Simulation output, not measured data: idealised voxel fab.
The process module that follows is named voxel local oxidation.
285 nm wide, 5 nm square cells: that's cross-section cut.
Just so we're on the same page, the cross-sections are grids of square cells, and they're listed out in bands top to bottom, each band one or more rows deep.
Heads up on the band format: heights come first, top then bottom, in nm. After that it's the materials left to right, each with its width in nm. A single material flagged "everywhere" fills the whole band edge to edge, and "blank" means there's empty space there.
Heights from 0 (as-received wafer is one material below). Bottom band endless downward, as "0 and below".
It should be noted that a width expressed as "30->40" varies in equal increments from row to row of cells within the band, taking the value of the first number at the top row and that of the second number at the bottom row.
For the purposes of this document, the phrase "changes: none" attached to a step denotes that no cell within the cross-section was modified by that step.
Entry "Voids, enclosed". Content: empty spaces with no open connection to the top, size 8 cells or greater. Each: width x height at distance. Distance: from left edge. Unit: nm.
On a step's line, text after the settings is the simulator commenting on that step.
overlay nm: step with mask; distance mask lay right of planned place; negative value = left of planned place.
[So here's the lineup of process steps we planned]
1) RECEIVE with material Si
2) CONFORMAL_DEP with material SiO2, thk nm 5
3) CONFORMAL_DEP with material SiN, thk nm 10
4) MASKED_ETCH with tone cover, mask id ACTIVE, width nm 110, etch materials SiN, depth nm 10, overlay nm 0
5) SELECTIVE_ETCH with etch materials SiO2, depth nm 5
6) OXIDIZE with depth nm 15
7) STRIP with etch materials SiN
Among the wafers covered here, the point of difference is the thk nm at step 2; their starting state is shared, and the plan presents the value of the first wafer.
[So this is the first of several wafers, cross-sectioned as it came to us, meaning it's at the end of step 1]
    0 and below | Si everywhere
    Voids, enclosed: none
[Each row below is a wafer at the end of the module, listing for every material the number of cells it has gained (+) or lost (-) since it was received, followed by its closed voids]
thk nm 5, -129 Si, +149 SiO2, Voids, enclosed: none
thk nm 10, +77 SiO2, Voids, enclosed: none
thk nm 15, +134 SiO2, Voids, enclosed: none
thk nm 20, +191 SiO2, Voids, enclosed: none
